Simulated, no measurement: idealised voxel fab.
Documented hereafter: the process module known as voxel wiring stack.
This is section cut - it's 280 nm across, gridded in 5 nm square cells.
We lay out every cross-section as a grid of square cells and spell it out in bands from the top down, where one band means one or more rows of cells.
Per band: top height and bottom height in nm, followed by the left-to-right materials and their widths in nm; "edge to edge" marks a single material spanning edge to edge, "air" marks empty space.
Measure heights from 0. That's the level where, below it, the as-received wafer is all one material. The lowest band is bottomless and extends downward; write it as in "top 0, no bottom".
The expression "30 to 40" gives the width at the extremes of the band, the first number at its top row of cells and the second at its bottom row, with the width changing by equal amounts from each row to the next in between.
Take "no alterations made" at face value: in the step it is given for, the cross-section changed in none of its cells.
Look at "Enclosed cavities" for the closed voids: empty spaces with no open path to the top, sized 8 cells or up. Each is width x height at distance, distance from the left edge, all nm.
That trailing text on a step's line, after the settings, is the simulator's own remark on the step.
overlay nm: on a step with a mask, how far right of its planned place the mask lay; negative means left.
### Set out below are the planned steps of the process
1,op RECEIVE | material Si
2,op CONFORMAL_DEP | material SiO2 | thk nm 10
3,op CONFORMAL_DEP | material SiN | thk nm 5
4,op DIRECTIONAL_DEP | material SiO2 | thk nm 10
5,op MASKED_ETCH | tone open | mask id METAL_1 | width nm 20 | pitch nm 40 | etch materials SiO2 | depth nm 20 | overlay nm 0
6,op MASKED_ETCH | tone open | mask id METAL_1 | width nm 20 | pitch nm 40 | etch materials SiN | depth nm 5 | overlay nm 0
7,op CONFORMAL_DEP | material TiN | thk nm 5
8,op FILL_DEP | material Ru | thk nm 10
9,op CMP | height nm 35
10,op CONFORMAL_DEP | material SiCN | thk nm 5
11,op DIRECTIONAL_DEP | material SiO2 | thk nm 15
12,op MASKED_ETCH | tone open | mask id PLUG_1 | width nm 15 | pitch nm 80 | etch materials SiO2 | depth nm 15 | overlay nm 0
13,op MASKED_ETCH | tone open | mask id PLUG_1 | width nm 15 | pitch nm 80 | etch materials SiCN | depth nm 5 | overlay nm 0
14,op CONFORMAL_DEP | material TiN | thk nm 5
15,op FILL_DEP | material W | thk nm 5
16,op CMP | height nm 55
17,op CONFORMAL_DEP | material SiN | thk nm 5
18,op DIRECTIONAL_DEP | material lowk | thk nm 20
19,op MASKED_ETCH | tone open | mask id METAL_2 | width nm 20 | pitch nm 40 | etch materials lowk | depth nm 20 | overlay nm 0
20,op MASKED_ETCH | tone open | mask id METAL_2 | width nm 20 | pitch nm 40 | etch materials SiN | depth nm 5 | overlay nm 0
21,op CONFORMAL_DEP | material TiN | thk nm 5
22,op FILL_DEP | material Cu | thk nm 5
23,op CMP | height nm 80
24,op CONFORMAL_DEP | material SiCN | thk nm 5
25,op DIRECTIONAL_DEP | material lowk | thk nm 35
26,op MASKED_ETCH | tone open | mask id METAL_3 | width nm 20 | pitch nm 40 | etch materials lowk | depth nm 20 | overlay nm 0
27,op DIRECTIONAL_DEP | material aC | thk nm 10
28,op PATTERN | tone open | mask id METAL_3_HOLES | material resist | width nm 15 | pitch nm 80 | thk nm 25 | overlay nm 0
29,op DIRECTIONAL_ETCH | etch materials aC | depth nm 10
30,op STRIP | etch materials resist
31,op DIRECTIONAL_ETCH | etch materials lowk | depth nm 15
32,op DIRECTIONAL_ETCH | etch materials SiCN | depth nm 5
33,op STRIP | etch materials aC
34,op CONFORMAL_DEP | material TiN | thk nm 5
35,op FILL_DEP | material Cu | thk nm 10
36,op CMP | height nm 120
37,op CONFORMAL_DEP | material SiN | thk nm 5
For clarity, it should be stated that the wafers under discussion commence in an identical condition and differ with respect to the thk nm of step 4, the plan indicating the value that the first wafer had.
### Cross-sectional view of the first of several wafers in the as-received condition, corresponding to the state following step 1
    top 0, no bottom  Si edge to edge
    Enclosed cavities: none
### Cross-sectional representation of the first of several wafers at the end of the module, i.e. after its terminal step, step 37
    top 125, bottom 120  SiN edge to edge
    top 120, bottom 105  lowk (90), TiN (5), Cu (10), TiN (5), lowk (20), TiN (5), Cu (10), TiN (5), lowk (20), TiN (5), Cu (10), TiN (5), lowk (90)
    top 105, bottom 100  lowk (90), TiN (5), Cu (5), TiN (10), lowk (20), TiN (20), lowk (20), TiN (5), Cu (5), TiN (10), lowk (90)
    top 100, bottom 85  lowk (90), TiN (5), Cu (5), TiN (5), lowk (65), TiN (5), Cu (5), TiN (5), lowk (95)
    top 85, bottom 80  SiCN (90), TiN (15), SiCN (65), TiN (15), SiCN (95)
    top 80, bottom 60  lowk (90), TiN (5), Cu (10), TiN (5), lowk (20), TiN (5), Cu (10), TiN (5), lowk (20), TiN (5), Cu (10), TiN (5), lowk (90)
    top 60, bottom 55  SiN (90), TiN (20), SiN (20), TiN (20), SiN (20), TiN (20), SiN (90)
    top 55, bottom 40  SiO2 (90), TiN (5), W (5), TiN (5), SiO2 (65), TiN (5), W (5), TiN (5), SiO2 (95)
    top 40, bottom 35  SiCN (90), TiN (15), SiCN (65), TiN (15), SiCN (95)
    top 35, bottom 30  Ru edge to edge
    top 30, bottom 25  TiN (95), Ru (10), TiN (30), Ru (10), TiN (30), Ru (10), TiN (95)
    top 25, bottom 15  SiO2 (90), TiN (5), Ru (10), TiN (5), SiO2 (20), TiN (5), Ru (10), TiN (5), SiO2 (20), TiN (5), Ru (10), TiN (5), SiO2 (90)
    top 15, bottom 10  SiN (90), TiN (20), SiN (20), TiN (20), SiN (20), TiN (20), SiN (90)
    top 10, bottom 0  SiO2 edge to edge
    top 0, no bottom  Si edge to edge
    Enclosed cavities: none
### Cross-section at module completion, last wafer
    top 125, bottom 120  SiN edge to edge
    top 120, bottom 105  lowk (90), TiN (5), Cu (10), TiN (5), lowk (20), TiN (5), Cu (10), TiN (5), lowk (20), TiN (5), Cu (10), TiN (5), lowk (90)
    top 105, bottom 100  lowk (90), TiN (5), Cu (5), TiN (10), lowk (20), TiN (20), lowk (20), TiN (5), Cu (5), TiN (10), lowk (90)
    top 100, bottom 85  lowk (90), TiN (5), Cu (5), TiN (5), lowk (65), TiN (5), Cu (5), TiN (5), lowk (95)
    top 85, bottom 80  SiCN (90), TiN (15), SiCN (65), TiN (15), SiCN (95)
    top 80, bottom 60  lowk (90), TiN (5), Cu (10), TiN (5), lowk (20), TiN (5), Cu (10), TiN (5), lowk (20), TiN (5), Cu (10), TiN (5), lowk (90)
    top 60, bottom 55  SiN (90), TiN (20), SiN (20), TiN (20), SiN (20), TiN (20), SiN (90)
    top 55, bottom 40  SiO2 (90), TiN (5), W (5), TiN (5), SiO2 (65), TiN (5), W (5), TiN (5), SiO2 (95)
    top 40, bottom 35  SiCN (90), TiN (15), SiCN (65), TiN (15), SiCN (95)
    top 35, bottom 30  SiO2 (90), TiN (20), SiO2 (20), TiN (20), SiO2 (20), TiN (20), SiO2 (90)
    top 30, bottom 15  SiO2 edge to edge
    top 15, bottom 10  SiN edge to edge
    top 10, bottom 0  SiO2 edge to edge
    top 0, no bottom  Si edge to edge
    Enclosed cavities: none
### wafer rows; end of module; cells per material since receipt: (+) gained, (-) lost; then closed voids
thk nm 10, +50 Cu, +74 Ru, +100 SiCN, +144 SiN, +350 SiO2, +174 TiN, +6 W, +502 lowk, Enclosed cavities: none
thk nm 15, +50 Cu, +24 Ru, +100 SiCN, +144 SiN, +394 SiO2, +180 TiN, +6 W, +502 lowk, Enclosed cavities: none
thk nm 20, +50 Cu, +24 Ru, +100 SiCN, +144 SiN, +438 SiO2, +136 TiN, +6 W, +502 lowk, Enclosed cavities: none
thk nm 25, +50 Cu, +12 Ru, +100 SiCN, +156 SiN, +450 SiO2, +124 TiN, +6 W, +502 lowk, Enclosed cavities: none
thk nm 30, +50 Cu, +6 Ru, +100 SiCN, +156 SiN, +462 SiO2, +118 TiN, +6 W, +502 lowk, Enclosed cavities: none
thk nm 35, +50 Cu, +100 SiCN, +156 SiN, +474 SiO2, +112 TiN, +6 W, +502 lowk, Enclosed cavities: none
